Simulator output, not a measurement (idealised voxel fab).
Documented hereafter: the process module known as voxel air gaps.
The cross-section shown here is cut; it is 205 nm wide and divided into square cells measuring 5 nm on a side.
This document writes a cross-section as a grid whose cells are square, and gives it as bands, listed from the top down; one or more rows of cells form a band.
This entry defines a band. It first specifies the height of the band's top and the height of its bottom in nm, and then specifies the band's materials from left to right, stating each material with its width in nm. The word "all across" identifies a single material that fills the band from edge to edge, while the word "empty" identifies empty space.
Height reference: 0 = level under which incoming wafer is all one material. Lowest band: no bottom, runs on downward, e.g. "0 down".
A width such as "30->40" changes by the same amount from each row of cells to the next, from the band's top row to its bottom row.
Where the words "stayed the same" appear for a step, the cross-section shows no cell changed by that step; every cell remained as before.
The entry "Encapsulated voids" lists the empty spaces that cover at least 8 cells and have no open path to the top. Each is written as width x height at distance, where the distance is measured from the left edge and all three values are in nm.
On each step's line, the part that comes after the settings is the simulator's own comment on the step.
Each step line may optionally specify "overlay nm", which for a step with a mask gives the rightward distance between the mask's planned place and where it lay, a negative value indicating the leftward direction.

The steps planned for the process are as follows:
1,RECEIVE with material Si
2,CONFORMAL_DEP with material SiO2, thk nm 15
3,CONFORMAL_DEP with material SiN, thk nm 5
4,DIRECTIONAL_DEP with material lowk, thk nm 40
5,DIRECTIONAL_DEP with material aC, thk nm 15
6,PATTERN with tone open, mask id LINES, material resist, width nm 25, pitch nm 50, thk nm 30, overlay nm 0
7,DIRECTIONAL_ETCH with etch materials aC, depth nm 15
8,STRIP with etch materials resist
9,DIRECTIONAL_ETCH with etch materials lowk, depth nm 40
10,STRIP with etch materials aC
11,CONFORMAL_DEP with material TiN, thk nm 5
12,FILL_DEP with material W, thk nm 10
13,CMP with height nm 60
14,EPI with material Ru, thk nm 10
15,SELECTIVE_ETCH with etch materials lowk, depth nm 50
16,CONFORMAL_DEP with material SiCN, thk nm 5

Received-state cross-section, reflecting completion of step 1:
- 0 down | Si all across
- Encapsulated voids: none

Starting structure and process plan are as shown above, but one mistake was made in running the module; the wafer cross-section at the end of the module follows:
- 75 to 70 | empty: 25 | SiCN: 155 | empty: 25
- 70 to 60 | empty: 25 | SiCN: 5 | Ru: 45 | SiCN: 5 | Ru: 45 | SiCN: 5 | Ru: 45 | SiCN: 5 | empty: 25
- 60 to 55 | empty: 25 | SiCN: 15 | TiN: 5 | SiCN: 15 | TiN: 5 | SiCN: 25 | TiN: 5 | SiCN: 15 | TiN: 5 | SiCN: 25 | TiN: 5 | SiCN: 15 | TiN: 5 | SiCN: 15 | empty: 25
- 55 to 25 | empty: 35 | SiCN: 5 | TiN: 5 | SiCN: 15 | TiN: 5 | SiCN: 5 | empty: 15 | SiCN: 5 | TiN: 5 | SiCN: 15 | TiN: 5 | SiCN: 5 | empty: 15 | SiCN: 5 | TiN: 5 | SiCN: 15 | TiN: 5 | SiCN: 5 | empty: 35
- 25 to 20 | SiCN: 40 | TiN: 25 | SiCN: 25 | TiN: 25 | SiCN: 25 | TiN: 25 | SiCN: 40
- 20 to 15 | SiN all across
- 15 to 0 | SiO2 all across
- 0 down | Si all across
- Encapsulated voids: 15 x 30 at 70; 15 x 30 at 120
Want to know what went wrong? off-plan run, step 12, actual operation and settings FILL_DEP with material SiCN, thk nm 10
